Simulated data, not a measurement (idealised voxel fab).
Process module name: voxel fin reveal
Each square cell in cross-section cut measures 5 nm, and the section as a whole is 285 nm wide.
If you're reading a cross-section in this doc, picture square cells in a grid; it comes to you as bands, top ones listed first down to the bottom, and a band can be one or more rows of cells. Band entry format. Leading values: height of top, height of bottom, nm. Remainder: materials in left-to-right order, each with its width in nm. Special words: "edge to edge" on a single material, which then fills the band edge to edge; "blank", empty space. Heights are expressed relative to 0, this being the level below which the as-received wafer comprises one material exclusively. The lowest band is unbounded in the downward direction and is denoted as in "top 0, no bottom". When a width is written as two numbers, as in "30 to 40", the first number is the width in the top row of cells of the band and the second is the width in its bottom row, and the width changes by the same amount from each row to the next. The designation "no modifications", where it is given for a processing step, indicates that no cell of the cross-section was altered in the course of that step. Heads up: "Closed void table" only lists the empty pockets with no open path to the top that are 8 cells or more, and it writes them as width x height at distance, distance from the left edge, in nm. On a step's line, text after the settings is the simulator commenting on that step. overlay nm: on a step with a mask, how far right of its planned place the mask lay; negative means left.
[Below is the list of planned process steps]
| 1 | RECEIVE (material Si) |
| 2 | CONFORMAL_DEP (material SiN; thk nm 10) |
| 3 | DIRECTIONAL_DEP (material aC; thk nm 15) |
| 4 | PATTERN (tone cover; mask id FINS; material resist; width nm 15; pitch nm 45; thk nm 35; overlay nm 0) |
| 5 | DIRECTIONAL_ETCH (etch materials aC; depth nm 5) |
| 6 | STRIP (etch materials resist) |
| 7 | DIRECTIONAL_ETCH (etch materials SiN; depth nm 10) |
| 8 | DIRECTIONAL_ETCH (etch materials Si; depth nm 35) |
| 9 | STRIP (etch materials aC) |
| 10 | FILL_DEP (material SiO2; thk nm 10) |
| 11 | CMP (height nm 10) |
| 12 | SELECTIVE_ETCH (etch materials SiO2; depth nm 35) |
| 13 | STRIP (etch materials SiN) |
| 14 | CONFORMAL_DEP (material HfO2; thk nm 5) |
The wafers in this document start out alike and differ in the depth nm applied at step 5; the plan shows the value used for the first wafer.
[Incoming state of the first of several wafers in cross-section: after step 1]
top 0, no bottom = Si edge to edge
Closed void table: none
[End-of-module cross-section, first of several wafers, after last step 14]
top 5, bottom 0 = HfO2 edge to edge
top 0, no bottom = Si edge to edge
Closed void table: none
[Cross-section of the last wafer at end of module]
top 5, bottom 0 = 85 nm blank  25 nm HfO2  20 nm blank  25 nm HfO2  20 nm blank  25 nm HfO2  85 nm blank
top 0, bottom -20 = 85 nm blank  5 nm HfO2  15 nm Si  5 nm HfO2  20 nm blank  5 nm HfO2  15 nm Si  5 nm HfO2  20 nm blank  5 nm HfO2  15 nm Si  5 nm HfO2  85 nm blank
top -20, bottom -25 = 90 nm HfO2  15 nm Si  30 nm HfO2  15 nm Si  30 nm HfO2  15 nm Si  90 nm HfO2
top -25, bottom -35 = 90 nm SiO2  15 nm Si  30 nm SiO2  15 nm Si  30 nm SiO2  15 nm Si  90 nm SiO2
top -35, no bottom = Si edge to edge
Closed void table: none
[The table below has one row for each wafer; a row shows, as of the end of the module, how many cells of each material the wafer has gained, marked (+), or lost, marked (-), since it was received, and then the wafer's closed voids]
depth nm 5 | +57 HfO2 | Closed void table: none
depth nm 10 | +57 HfO2 | Closed void table: none
depth nm 15 | +87 HfO2 | -336 Si | +96 SiO2 | Closed void table: none
depth nm 20 | +87 HfO2 | -336 Si | +96 SiO2 | Closed void table: none
depth nm 25 | +87 HfO2 | -336 Si | +96 SiO2 | Closed void table: none
depth nm 30 | +87 HfO2 | -336 Si | +96 SiO2 | Closed void table: none
